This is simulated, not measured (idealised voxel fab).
The process module that follows is named voxel self aligned vias.
Square cell edge 5 nm, section width 285 nm, ID cut.
Format of a cross-section: grid, square cells. Given as bands. Order: top down. Band: one or more rows of cells. The entry gives the band's vertical extent as a top height and a bottom height in nm, then its horizontal make-up as materials from left to right, each with a width in nm. "air" stands for empty space; a single material marked "everywhere" fills the band edge to edge. Height is counted from the level 0, under which the received wafer is composed throughout of one material. The lowest of the bands is not closed at the bottom but continues downward, in the notation "0 nm and below". When a width is written as two numbers, as in "30 to 40", the first number is the width in the top row of cells of the band and the second is the width in its bottom row, and the width changes by the same amount from each row to the next. Take "all unchanged" at face value: in the step it is given for, the cross-section changed in none of its cells. Heads up: "Closed internal voids" only lists the empty pockets with no open path to the top that are 8 cells or more, and it writes them as width x height at distance, distance from the left edge, in nm. It should be noted that, on the line of a given step, the content following the step's settings is a remark produced by the simulator itself with respect to that step. A step line may carry the setting "overlay nm", which, for steps involving a mask, states the distance by which the mask lay to the right of its intended position; negative values denote displacement to the left.
## Here's what the planned process steps look like
step 1: op RECEIVE | material Si
step 2: op CONFORMAL_DEP | material SiO2 | thk nm 10
step 3: op CONFORMAL_DEP | material SiCN | thk nm 5
step 4: op DIRECTIONAL_DEP | material SiO2 | thk nm 30
step 5: op PATTERN | tone open | mask id LINES | material resist | width nm 30 | pitch nm 60 | thk nm 15 | overlay nm 0
step 6: op DIRECTIONAL_ETCH | etch materials SiO2 | depth nm 30
step 7: op STRIP | etch materials resist
step 8: op CONFORMAL_DEP | material TiN | thk nm 5
step 9: op FILL_DEP | material W | thk nm 5
step 10: op CMP | height nm 45
step 11: op SELECTIVE_ETCH | etch materials W Ru TiN | depth nm 10
step 12: op FILL_DEP | material SiN | thk nm 5
step 13: op CMP | height nm 45
step 14: op DIRECTIONAL_DEP | material SiO2 | thk nm 15
step 15: op MASKED_ETCH | tone open | mask id VIAS | width nm 40 | pitch nm 60 | etch materials SiO2 | depth nm 15 | overlay nm 0
step 16: op MASKED_ETCH | tone open | mask id VIAS | width nm 40 | pitch nm 60 | etch materials SiN | depth nm 10 | overlay nm 0
step 17: op CONFORMAL_DEP | material TiN | thk nm 5
step 18: op FILL_DEP | material W | thk nm 10
step 19: op CMP | height nm 60
step 20: op CONFORMAL_DEP | material SiCN | thk nm 5
## First of two wafers, with the run carried out as planned
## Cross-section of the wafer as it came to us, i.e., already through step 1
0 nm and below | Si everywhere
Closed internal voids: none
## After step 2, in cross-section
10 nm to 0 nm | SiO2 everywhere
For the remainder of the cross-section, below 0, there is no change.
## After step 3, in cross-section
15 nm to 10 nm | SiCN everywhere
For the remainder of the cross-section, below 10, there is no change.
## After step 4, in cross-section
45 nm to 15 nm | SiO2 everywhere
For the remainder of the cross-section, below 15, there is no change.
## After step 5, in cross-section
60 nm to 45 nm | resist=95; air=30; resist=30; air=30; resist=100
For the remainder of the cross-section, below 45, there is no change.
## After step 6, in cross-section
60 nm to 45 nm | resist=95; air=30; resist=30; air=30; resist=100
45 nm to 15 nm | SiO2=95; air=30; SiO2=30; air=30; SiO2=100
For the remainder of the cross-section, below 15, there is no change.
## After step 7, in cross-section
45 nm to 15 nm | SiO2=95; air=30; SiO2=30; air=30; SiO2=100
For the remainder of the cross-section, below 15, there is no change.
## After step 8, in cross-section
50 nm to 45 nm | TiN=100; air=20; TiN=40; air=20; TiN=105
45 nm to 20 nm | SiO2=95; TiN=5; air=20; TiN=5; SiO2=30; TiN=5; air=20; TiN=5; SiO2=100
20 nm to 15 nm | SiO2=95; TiN=30; SiO2=30; TiN=30; SiO2=100
For the remainder of the cross-section, below 15, there is no change.
## After step 9, in cross-section
55 nm to 50 nm | W everywhere
50 nm to 45 nm | TiN=100; W=20; TiN=40; W=20; TiN=105
45 nm to 20 nm | SiO2=95; TiN=5; W=20; TiN=5; SiO2=30; TiN=5; W=20; TiN=5; SiO2=100
For the remainder of the cross-section, below 20, there is no change.
## After step 10, in cross-section
45 nm to 20 nm | SiO2=95; TiN=5; W=20; TiN=5; SiO2=30; TiN=5; W=20; TiN=5; SiO2=100
For the remainder of the cross-section, below 20, there is no change.
## After step 11, in cross-section
45 nm to 35 nm | SiO2=95; air=30; SiO2=30; air=30; SiO2=100
For the remainder of the cross-section, below 35, there is no change.
## After step 12, in cross-section
50 nm to 45 nm | SiN everywhere
45 nm to 35 nm | SiO2=95; SiN=30; SiO2=30; SiN=30; SiO2=100
For the remainder of the cross-section, below 35, there is no change.
## After step 13, in cross-section
45 nm to 35 nm | SiO2=95; SiN=30; SiO2=30; SiN=30; SiO2=100
For the remainder of the cross-section, below 35, there is no change.
## After step 14, in cross-section
60 nm to 45 nm | SiO2 everywhere
For the remainder of the cross-section, below 45, there is no change.
## After step 15, in cross-section
60 nm to 45 nm | SiO2=90; air=40; SiO2=20; air=40; SiO2=95
For the remainder of the cross-section, below 45, there is no change.
## After step 16, in cross-section
60 nm to 45 nm | SiO2=90; air=40; SiO2=20; air=40; SiO2=95
45 nm to 35 nm | SiO2=95; air=30; SiO2=30; air=30; SiO2=100
For the remainder of the cross-section, below 35, there is no change.
## After step 17, in cross-section
65 nm to 60 nm | TiN=95; air=30; TiN=30; air=30; TiN=100
60 nm to 50 nm | SiO2=90; TiN=5; air=30; TiN=5; SiO2=20; TiN=5; air=30; TiN=5; SiO2=95
50 nm to 40 nm | SiO2=90 to 95; TiN=10 to 5; air=20; TiN=10 to 5; SiO2=20 to 30; TiN=10 to 5; air=20; TiN=10 to 5; SiO2=95 to 100
40 nm to 35 nm | SiO2=95; TiN=30; SiO2=30; TiN=30; SiO2=100
For the remainder of the cross-section, below 35, there is no change.
## After step 18, in cross-section
75 nm to 65 nm | W everywhere
65 nm to 60 nm | TiN=95; W=30; TiN=30; W=30; TiN=100
60 nm to 50 nm | SiO2=90; TiN=5; W=30; TiN=5; SiO2=20; TiN=5; W=30; TiN=5; SiO2=95
50 nm to 40 nm | SiO2=90 to 95; TiN=10 to 5; W=20; TiN=10 to 5; SiO2=20 to 30; TiN=10 to 5; W=20; TiN=10 to 5; SiO2=95 to 100
For the remainder of the cross-section, below 40, there is no change.
## After step 19, in cross-section
60 nm to 50 nm | SiO2=90; TiN=5; W=30; TiN=5; SiO2=20; TiN=5; W=30; TiN=5; SiO2=95
For the remainder of the cross-section, below 50, there is no change.
## After step 20, in cross-section
65 nm to 60 nm | SiCN everywhere
For the remainder of the cross-section, below 60, there is no change.
## Notes, second wafer: start = first wafer's, plan = first wafer's, execution had one mistake; history identical to first through step 14
## Planned end of step 15: second wafer, cross-section
60 nm to 45 nm | SiO2=100; air=40; SiO2=20; air=40; SiO2=85
For the remainder of the cross-section, below 45, there is no change.
## Planned end of step 16: second wafer, cross-section
60 nm to 45 nm | SiO2=100; air=40; SiO2=20; air=40; SiO2=85
45 nm to 35 nm | SiO2=95; SiN=5; air=25; SiO2=30; SiN=5; air=25; SiO2=100
For the remainder of the cross-section, below 35, there is no change.
## Planned end of step 17: second wafer, cross-section
65 nm to 60 nm | TiN=105; air=30; TiN=30; air=30; TiN=90
60 nm to 50 nm | SiO2=100; TiN=5; air=30; TiN=5; SiO2=20; TiN=5; air=30; TiN=5; SiO2=85
50 nm to 45 nm | SiO2=100; TiN=5; air=15; TiN=20; SiO2=20; TiN=5; air=15; TiN=20; SiO2=85
45 nm to 40 nm | SiO2=95; SiN=5; TiN=5; air=15; TiN=5; SiO2=30; SiN=5; TiN=5; air=15; TiN=5; SiO2=100
40 nm to 35 nm | SiO2=95; SiN=5; TiN=25; SiO2=30; SiN=5; TiN=25; SiO2=100
For the remainder of the cross-section, below 35, there is no change.
## Planned end of step 18: second wafer, cross-section
75 nm to 65 nm | W everywhere
65 nm to 60 nm | TiN=105; W=30; TiN=30; W=30; TiN=90
60 nm to 50 nm | SiO2=100; TiN=5; W=30; TiN=5; SiO2=20; TiN=5; W=30; TiN=5; SiO2=85
50 nm to 45 nm | SiO2=100; TiN=5; W=15; TiN=20; SiO2=20; TiN=5; W=15; TiN=20; SiO2=85
45 nm to 40 nm | SiO2=95; SiN=5; TiN=5; W=15; TiN=5; SiO2=30; SiN=5; TiN=5; W=15; TiN=5; SiO2=100
For the remainder of the cross-section, below 40, there is no change.
## Planned end of step 19: second wafer, cross-section
60 nm to 50 nm | SiO2=100; TiN=5; W=30; TiN=5; SiO2=20; TiN=5; W=30; TiN=5; SiO2=85
For the remainder of the cross-section, below 50, there is no change.
## Planned end of step 20: second wafer, cross-section
65 nm to 60 nm | SiCN everywhere
For the remainder of the cross-section, below 60, there is no change.
Where did the run depart from the plan? it should be noted that step 15 was executed with settings other than those planned, the operation and settings actually applied being op MASKED_ETCH | tone open | mask id VIAS | width nm 40 | pitch nm 60 | etch materials SiO2 | depth nm 15 | overlay nm 10
The second wafer ends with more or fewer cells of some materials than the first, per final count: 4 more of SiN; 4 fewer of W
